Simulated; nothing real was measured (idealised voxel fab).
This is a process module. Its name is voxel fin reveal.
Section cut is 185 nm wide and gridded with 5 nm square cells.
Heads up, the way a cross-section reads in here is a grid of square cells, handed over as bands from the top down, with every band being one or more rows of cells.
This entry defines a band. It first specifies the height of the band's top and the height of its bottom in nm, and then specifies the band's materials from left to right, stating each material with its width in nm. The word "everywhere" identifies a single material that fills the band from edge to edge, while the word "air" identifies empty space.
Heads up on the height convention: 0 is the point under which the incoming wafer is all one material, and the lowest band has no bottom, it just keeps going down, like "0..down".
A two-number width, for instance "30 to 40", indicates that the width is equal to the first number in the top row of the band and to the second number in the bottom row, and that it changes by a constant amount per row of cells.
For the purposes of this document, the phrase "identical to before" attached to a step denotes that no cell within the cross-section was modified by that step.
Under "Voids, enclosed" you'll find the enclosed gaps, the ones with no way out to the top, that are 8 cells or bigger; each reads width x height at distance, with distance counted from the left edge, everything in nm.
Whatever follows a step's settings on its line is a remark the simulator itself makes about that step.
On any step carrying a mask, the "overlay nm" setting, if present on the step's line, tells how far right of its planned place the mask lay; negative values point to the left.
[Process steps (planned)]
- 1: RECEIVE (material Si)
- 2: CONFORMAL_DEP (material SiN; thk nm 10)
- 3: PATTERN (tone cover; mask id FINS; material resist; width nm 15; pitch nm 40; thk nm 20; overlay nm 0)
- 4: DIRECTIONAL_ETCH (etch materials SiN; depth nm 10)
- 5: DIRECTIONAL_ETCH (etch materials Si; depth nm 35)
- 6: STRIP (etch materials resist)
- 7: OXIDIZE (depth nm 5)
- 8: FILL_DEP (material SiO2; thk nm 10)
- 9: CMP (height nm 10)
- 10: SELECTIVE_ETCH (etch materials SiO2; depth nm 30)
- 11: STRIP (etch materials SiN)
- 12: CONFORMAL_DEP (material HfO2; thk nm 5)
[As-received state of the wafer in cross-section, equivalent to post-step 1]
  0..down = Si everywhere
  Voids, enclosed: none
[The plan above was carried out on the starting structure above with one mistake, and this cross-section shows the wafer at the end of the module]
  5..0 = 65 nm air, 15 nm HfO2, 25 nm air, 15 nm HfO2, 65 nm air
  0..-15 = 65 nm air, 5 nm HfO2, 5 nm Si, 5 nm HfO2, 25 nm air, 5 nm HfO2, 5 nm Si, 5 nm HfO2, 65 nm air
  -15..-20 = 70 nm HfO2, 5 nm Si, 35 nm HfO2, 5 nm Si, 70 nm HfO2
  -20..-50 = 70 nm SiO2, 5 nm Si, 35 nm SiO2, 5 nm Si, 70 nm SiO2
  -50..down = Si everywhere
  Voids, enclosed: none
Which mistake was made when the wafer was run? step 5 went in with a setting other than planned; the actual run was DIRECTIONAL_ETCH (etch materials Si; depth nm 45)
